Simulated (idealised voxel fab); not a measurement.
Title: Process Module voxel ribs on slabs
In the cross-section labelled cut, the width is 175 nm and each square cell is 5 nm.
Throughout this document, each cross-section is represented as a grid of square cells and is presented as a sequence of bands enumerated from the top downward, where a band comprises one or more rows of cells.
First you get the band's top height and its bottom height, in nm, and then the materials it's made of, left to right, with each width in nm. If you see a single material with "edge to edge", that one covers the band edge to edge. "air" is empty space.
It should be noted that heights are counted from 0, beneath which the wafer as supplied is of one material throughout, and that the lowest band possesses no lower boundary but continues downward, as written in "0 down".
A two-number width, for instance "30->40", indicates that the width is equal to the first number in the top row of the band and to the second number in the bottom row, and that it changes by a constant amount per row of cells.
Take "nothing got changed" at face value: in the step it is given for, the cross-section changed in none of its cells.
Closed-off voids of 8+ cells (no open route to the top) go in "Unvented internal voids", written width x height at distance from the left edge, in nm.
Step line, after settings: the simulator's comment on this step.
The line of a step may include "overlay nm". On a step with a mask, this value is how far to the right of its planned place the mask lay. A negative value means the mask lay to the left.

### Steps in the process plan
- 1: RECEIVE [material Si]
- 2: DIRECTIONAL_DEP [material SiO2] [thk nm 25]
- 3: DIRECTIONAL_DEP [material SiN] [thk nm 25]
- 4: DIRECTIONAL_DEP [material aC] [thk nm 10]
- 5: PATTERN [tone cover] [mask id RIB] [material resist] [width nm 25] [thk nm 25] [overlay nm 0]
- 6: DIRECTIONAL_ETCH [etch materials aC] [depth nm 10]
- 7: STRIP [etch materials resist]
- 8: DIRECTIONAL_ETCH [etch materials SiN] [depth nm 20]
- 9: STRIP [etch materials aC]
- 10: PATTERN [tone cover] [mask id SLAB] [material resist] [width nm 65] [thk nm 20] [overlay nm 0]
- 11: DIRECTIONAL_ETCH [etch materials SiN] [depth nm 5]
- 12: STRIP [etch materials resist]
- 13: FILL_DEP [material SiO2] [thk nm 25]
- 14: CMP [height nm 65]
- 15: DIRECTIONAL_DEP [material TiN] [thk nm 5]
- 16: PATTERN [tone cover] [mask id HEATER] [material resist] [width nm 35] [thk nm 15] [overlay nm 0]
- 17: DIRECTIONAL_ETCH [etch materials TiN] [depth nm 5]
- 18: STRIP [etch materials resist]
- 19: CONFORMAL_DEP [material SiN] [thk nm 5]

### Wafer as received: cross-section following step 1
  0 down: Si edge to edge
  Unvented internal voids: none

### Result of the module, cross-sectioned: start per above, plan per above, one error in how it was run
  75 to 70: air (55), then SiN (45), then air (75)
  70 to 65: SiN (60), then TiN (35), then SiN (80)
  65 to 50: SiO2 edge to edge
  50 to 30: SiO2 (75), then SiN (25), then SiO2 (75)
  30 to 25: SiO2 (55), then SiN (65), then SiO2 (55)
  25 to 0: SiO2 edge to edge
  0 down: Si edge to edge
  Unvented internal voids: none
Finding, execution versus plan: it should be noted that step 16 was executed with settings other than those planned, the operation and settings actually applied being PATTERN [tone cover] [mask id HEATER] [material resist] [width nm 35] [thk nm 15] [overlay nm -10]
